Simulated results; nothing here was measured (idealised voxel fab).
This section sets out a process module, namely voxel double patterning.
Xsec cut, 210 nm wide, square cell size 5 nm.
Format of a cross-section: grid, square cells. Given as bands. Order: top down. Band: one or more rows of cells. This entry defines a band. It first specifies the height of the band's top and the height of its bottom in nm, and then specifies the band's materials from left to right, stating each material with its width in nm. The word "full width" identifies a single material that fills the band from edge to edge, while the word "blank" identifies empty space. Height is counted from the level 0, under which the received wafer is composed throughout of one material. The lowest of the bands is not closed at the bottom but continues downward, in the notation "0 down". It should be noted that a width expressed as "30 to 40" varies in equal increments from row to row of cells within the band, taking the value of the first number at the top row and that of the second number at the bottom row. It should be understood that the words "nothing was modified", when stated for a given step, signify that the cross-section underwent no change in any of its cells during that step. Reported under the label "Enclosed internal cavities" are the empty spaces having no open way to the top and comprising 8 cells or more; the notation for each is width x height at distance, in which the distance is measured from the left edge and all three values are in nm. Step line, after settings: the simulator's comment on this step. On any step carrying a mask, the "overlay nm" setting, if present on the step's line, tells how far right of its planned place the mask lay; negative values point to the left.

[Planned process steps]
step 1: RECEIVE: material Si
step 2: CONFORMAL_DEP: material SiO2, thk nm 10
step 3: DIRECTIONAL_DEP: material polySi, thk nm 10
step 4: DIRECTIONAL_DEP: material SiN, thk nm 10
step 5: DIRECTIONAL_DEP: material aC, thk nm 10
step 6: PATTERN: tone open, mask id FIRST, material resist, width nm 15, pitch nm 50, thk nm 25, overlay nm 0
step 7: DIRECTIONAL_ETCH: etch materials aC, depth nm 10
step 8: STRIP: etch materials resist
step 9: DIRECTIONAL_ETCH: etch materials SiN, depth nm 10
step 10: STRIP: etch materials aC
step 11: MASKED_ETCH: tone open, mask id SECOND, width nm 15, pitch nm 50, etch materials SiN, depth nm 10, overlay nm 0
step 12: DIRECTIONAL_ETCH: etch materials polySi, depth nm 5
step 13: STRIP: etch materials SiN
The value of depth nm given for step 12 in the plan refers to the first wafer; the wafers vary in this setting and are alike at the start.

[Cross-section of the first of several wafers on receipt, reflecting completion of step 1]
	0 down | Si full width
	Enclosed internal cavities: none

[Below is a per-wafer table. In it, each row describes the wafer at the end of the module by giving, for each material, the number of cells gained (+) or lost (-) since the wafer was received, and after that the closed voids of the wafer]
depth nm 5 | +84 SiO2 | +69 polySi | Enclosed internal cavities: none
depth nm 10 | +84 SiO2 | +54 polySi | Enclosed internal cavities: none
depth nm 15 | +84 SiO2 | +54 polySi | Enclosed internal cavities: none
depth nm 20 | +84 SiO2 | +54 polySi | Enclosed internal cavities: none
depth nm 25 | +84 SiO2 | +54 polySi | Enclosed internal cavities: none
